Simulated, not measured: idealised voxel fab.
Presented below is a process module, voxel capacitor over wiring.
Xsec cut, 225 nm wide, square cell size 5 nm.
Heads up, the way a cross-section reads in here is a grid of square cells, handed over as bands from the top down, with every band being one or more rows of cells.
Band entry format. Leading values: height of top, height of bottom, nm. Remainder: materials in left-to-right order, each with its width in nm. Special words: "everywhere" on a single material, which then fills the band edge to edge; "empty", empty space.
Heads up on the height convention: 0 is the point under which the incoming wafer is all one material, and the lowest band has no bottom, it just keeps going down, like "0 -> down".
Read "30..40" as a graded width: first number on top, second number at the bottom, same change between each pair of neighbouring rows.
Where a step carries "everything unchanged", the cross-section came out of it unchanged, cell for cell.
Entry "Sealed internal voids" = empty spaces >= 8 cells with no open way to the top; each as width x height at distance, distance from left edge, all nm.
That trailing text on a step's line, after the settings, is the simulator's own remark on the step.
overlay nm: how far to the right of its planned place the mask lay on this masked step (negative: to the left).

**The steps planned for the process are as follows**
1) RECEIVE (material Si)
2) CONFORMAL_DEP (material SiO2; thk nm 5)
3) CONFORMAL_DEP (material SiN; thk nm 5)
4) DIRECTIONAL_DEP (material lowk; thk nm 25)
5) DIRECTIONAL_DEP (material aC; thk nm 15)
6) PATTERN (tone open; mask id METAL_1; material resist; width nm 25; pitch nm 80; thk nm 30; overlay nm 0)
7) DIRECTIONAL_ETCH (etch materials aC; depth nm 15)
8) STRIP (etch materials resist)
9) DIRECTIONAL_ETCH (etch materials lowk; depth nm 25)
10) DIRECTIONAL_ETCH (etch materials SiN; depth nm 5)
11) STRIP (etch materials aC)
12) CONFORMAL_DEP (material TiN; thk nm 5)
13) FILL_DEP (material Ru; thk nm 5)
14) CMP (height nm 40)
15) EPI (material Ru; thk nm 5)
16) FILL_DEP (material SiCN; thk nm 5)
17) DIRECTIONAL_DEP (material lowk; thk nm 20)
18) DIRECTIONAL_DEP (material aC; thk nm 10)
19) PATTERN (tone open; mask id PLUG_1; material resist; width nm 15; thk nm 25; overlay nm 0)
20) DIRECTIONAL_ETCH (etch materials aC; depth nm 10)
21) STRIP (etch materials resist)
22) DIRECTIONAL_ETCH (etch materials lowk; depth nm 20)
23) DIRECTIONAL_ETCH (etch materials SiCN; depth nm 5)
24) STRIP (etch materials aC)
25) EPI (material Ru; thk nm 10)
26) EPI (material Ru; thk nm 10)
27) EPI (material Ru; thk nm 5)
28) DIRECTIONAL_DEP (material TiN; thk nm 10)
29) DIRECTIONAL_DEP (material HfO2; thk nm 5)
30) DIRECTIONAL_DEP (material TiN; thk nm 10)
31) MASKED_ETCH (tone cover; mask id UPPER_PLATE; width nm 60; etch materials TiN; depth nm 10; overlay nm 0)
32) MASKED_ETCH (tone cover; mask id UPPER_PLATE; width nm 60; etch materials HfO2; depth nm 5; overlay nm 0)
33) MASKED_ETCH (tone cover; mask id LOWER_PLATE; width nm 70; etch materials TiN; depth nm 10; overlay nm 0)
34) FILL_DEP (material SiO2; thk nm 15)
35) CMP (height nm 105)
36) MASKED_ETCH (tone open; mask id PLUG_2; width nm 15; etch materials SiO2; depth nm 10; overlay nm 0)
37) CONFORMAL_DEP (material TiN; thk nm 5)
38) FILL_DEP (material W; thk nm 10)
39) CMP (height nm 105)
40) CONFORMAL_DEP (material SiCN; thk nm 5)
The wafers in this document start out alike and differ in the thk nm applied at step 2; the plan shows the value used for the first wafer.

**So this is the first of several wafers, cross-sectioned as it came to us, meaning it's at the end of step 1**
- 0 -> down: Si everywhere
- Sealed internal voids: none

**Each row below is a wafer at the end of the module, listing for every material the number of cells it has gained (+) or lost (-) since it was received, followed by its closed voids**
thk nm 5; +12 HfO2; +96 Ru; +87 SiCN; +35 SiN; +290 SiO2; +126 TiN; +1 W; +343 lowk; Sealed internal voids: none
thk nm 10; +12 HfO2; +59 Ru; +118 SiCN; +35 SiN; +335 SiO2; +87 TiN; +1 W; +343 lowk; Sealed internal voids: none
thk nm 15; +12 HfO2; +53 Ru; +118 SiCN; +35 SiN; +380 SiO2; +83 TiN; +1 W; +308 lowk; Sealed internal voids: none
thk nm 20; +12 HfO2; +47 Ru; +118 SiCN; +35 SiN; +425 SiO2; +79 TiN; +1 W; +273 lowk; Sealed internal voids: none
thk nm 25; +12 HfO2; +41 Ru; +118 SiCN; +35 SiN; +470 SiO2; +75 TiN; +1 W; +238 lowk; Sealed internal voids: none
